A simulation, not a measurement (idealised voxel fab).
The process module presented herein is designated voxel ribs on slabs.
Cross-section cut spans 155 nm and uses square cells 5 nm in size.
Just so we're on the same page, the cross-sections are grids of square cells, and they're listed out in bands top to bottom, each band one or more rows deep. Basically the band line says how high the top is and how high the bottom is, in nm, and then what's in it from left to right, every material with its width in nm. Empty space shows up as "blank", and if a single material carries "everywhere" it runs the full band edge to edge. The reference from which all heights are counted is 0, the level beneath which the as-received wafer is entirely one material; the lowest band, having no lower bound, proceeds downward and is written after the example "0..down". Read "30..40" as a graded width: first number on top, second number at the bottom, same change between each pair of neighbouring rows. Where a step carries "remained unchanged", the cross-section came out of it unchanged, cell for cell. "Enclosed void entries" - sealed voids, min. 8 cells, no opening to top; format: width x height at distance (distance from left edge; nm throughout). Step line, after settings: the simulator's comment on this step. If you see "overlay nm" on a step's line and that step has a mask, it's telling you how far right of where it was planned the mask ended up; a negative number means it went left instead.
Set out below are the planned steps of the process
1) RECEIVE [material Si]
2) DIRECTIONAL_DEP [material SiO2] [thk nm 20]
3) DIRECTIONAL_DEP [material polySi] [thk nm 25]
4) MASKED_ETCH [tone cover] [mask id RIB] [width nm 20] [etch materials polySi] [depth nm 20] [overlay nm 0]
5) MASKED_ETCH [tone cover] [mask id SLAB] [width nm 70] [etch materials polySi] [depth nm 5] [overlay nm 0]
6) FILL_DEP [material SiO2] [thk nm 20]
7) CMP [height nm 55]
8) DIRECTIONAL_DEP [material TiN] [thk nm 10]
9) PATTERN [tone cover] [mask id HEATER] [material resist] [width nm 30] [thk nm 20] [overlay nm 0]
10) DIRECTIONAL_ETCH [etch materials TiN] [depth nm 10]
11) STRIP [etch materials resist]
12) CONFORMAL_DEP [material SiO2] [thk nm 5]
Below: the first of two wafers, run as planned
Cross-sectional view of the wafer in its as-received condition, corresponding to the state after step 1
- 0..down = Si everywhere
- Enclosed void entries: none
Cross-section of the wafer after step 2
- 20..0 = SiO2 everywhere
- Anything lower than 0 is untouched.
Cross-section of the wafer after step 3
- 45..20 = polySi everywhere
- Anything lower than 20 is untouched.
Cross-section of the wafer after step 4
- 45..25 = blank=65 / polySi=20 / blank=70
- Anything lower than 25 is untouched.
Cross-section of the wafer after step 5
- 45..25 = blank=65 / polySi=20 / blank=70
- 25..20 = blank=40 / polySi=70 / blank=45
- Anything lower than 20 is untouched.
Cross-section of the wafer after step 6
- 65..45 = SiO2 everywhere
- 45..25 = SiO2=65 / polySi=20 / SiO2=70
- 25..20 = SiO2=40 / polySi=70 / SiO2=45
- Anything lower than 20 is untouched.
Cross-section of the wafer after step 7
- 55..45 = SiO2 everywhere
- Anything lower than 45 is untouched.
Cross-section of the wafer after step 8
- 65..55 = TiN everywhere
- Anything lower than 55 is untouched.
Cross-section of the wafer after step 9
- 85..65 = blank=60 / resist=30 / blank=65
- Anything lower than 65 is untouched.
Cross-section of the wafer after step 10
- 85..65 = blank=60 / resist=30 / blank=65
- 65..55 = blank=60 / TiN=30 / blank=65
- Anything lower than 55 is untouched.
Cross-section of the wafer after step 11
- 65..55 = blank=60 / TiN=30 / blank=65
- Anything lower than 55 is untouched.
Cross-section of the wafer after step 12
- 70..65 = blank=55 / SiO2=40 / blank=60
- 65..60 = blank=55 / SiO2=5 / TiN=30 / SiO2=5 / blank=60
- 60..55 = SiO2=60 / TiN=30 / SiO2=65
- Anything lower than 55 is untouched.
Wafer two: like wafer one in start and plan, but with one mistake in execution; identical up to and including step 8
At the planned end of step 9, the second wafer in cross-section
- 85..65 = blank=50 / resist=30 / blank=75
- Anything lower than 65 is untouched.
At the planned end of step 10, the second wafer in cross-section
- 85..65 = blank=50 / resist=30 / blank=75
- 65..55 = blank=50 / TiN=30 / blank=75
- Anything lower than 55 is untouched.
At the planned end of step 11, the second wafer in cross-section
- 65..55 = blank=50 / TiN=30 / blank=75
- Anything lower than 55 is untouched.
At the planned end of step 12, the second wafer in cross-section
- 70..65 = blank=45 / SiO2=40 / blank=70
- 65..60 = blank=45 / SiO2=5 / TiN=30 / SiO2=5 / blank=70
- 60..55 = SiO2=50 / TiN=30 / SiO2=75
- Anything lower than 55 is untouched.
Deviation from plan: rather than as planned, step 9 actually ran as PATTERN [tone cover] [mask id HEATER] [material resist] [width nm 30] [thk nm 20] [overlay nm -10]
at the end the second wafer has, in cells: as many of each material as the first, in other places
